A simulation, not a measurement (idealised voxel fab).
A process module follows: voxel plated lines.
Cross-section cut: width 180 nm, square cells of 5 nm.
Heads up, the way a cross-section reads in here is a grid of square cells, handed over as bands from the top down, with every band being one or more rows of cells.
The entry gives the band's vertical extent as a top height and a bottom height in nm, then its horizontal make-up as materials from left to right, each with a width in nm. "blank" stands for empty space; a single material marked "everywhere" fills the band edge to edge.
Counting heights begins at 0, where everything beneath is, in the wafer as received, one material. The lowest band has no bottom; it goes on downwards, as "0 down" shows.
Think of "30 to 40" as a width that walks from the first number to the second as you go down the band, top row to bottom row, taking equal-sized steps from row to row.
"same as before" after a step means that no cell of the cross-section changed.
So "Closed-off voids" is basically the list of trapped voids: any empty space of 8 cells or more that can't reach the top through an opening. They're written width x height at distance, the distance being from the left edge, and it's all nm.
after a step's settings: what the simulator itself notes on the step
overlay nm, on a step with a mask: how far to the right of its planned place the mask lay; to the left if negative
**These are the steps we planned for the process**
step 1: RECEIVE [material Si]
step 2: CONFORMAL_DEP [material SiN] [thk nm 10]
step 3: DIRECTIONAL_DEP [material TiN] [thk nm 5]
step 4: PATTERN [tone open] [mask id LINES] [material resist] [width nm 25] [pitch nm 40] [thk nm 40] [overlay nm 0]
step 5: EPI [material Ru] [thk nm 10]
step 6: EPI [material Ru] [thk nm 10]
step 7: EPI [material Ru] [thk nm 5]
step 8: STRIP [etch materials resist]
step 9: DIRECTIONAL_ETCH [etch materials TiN] [depth nm 5]
step 10: CONFORMAL_DEP [material SiN] [thk nm 10]
**Here's what the wafer looked like in cross-section when it arrived - that's after step 1**
* 0 down | Si everywhere
* Closed-off voids: none
**Here's the wafer cut in cross-section after the module, started and planned just like above, except one thing was done wrong in the run**
* 50 to 40 | blank: 40; SiN: 95; blank: 45
* 40 to 30 | blank: 40; SiN: 10; Ru: 35; SiN: 5; Ru: 35; SiN: 10; blank: 45
* 30 to 20 | SiN: 50; Ru: 35; SiN: 5; Ru: 35; SiN: 55
* 20 to 15 | Ru everywhere
* 15 to 10 | TiN everywhere
* 10 to 0 | SiN everywhere
* 0 down | Si everywhere
* Closed-off voids: none
It is concluded that the wafer was processed incorrectly with respect to the plan, in that transposition of steps 7 and 8 relative to the planned sequence
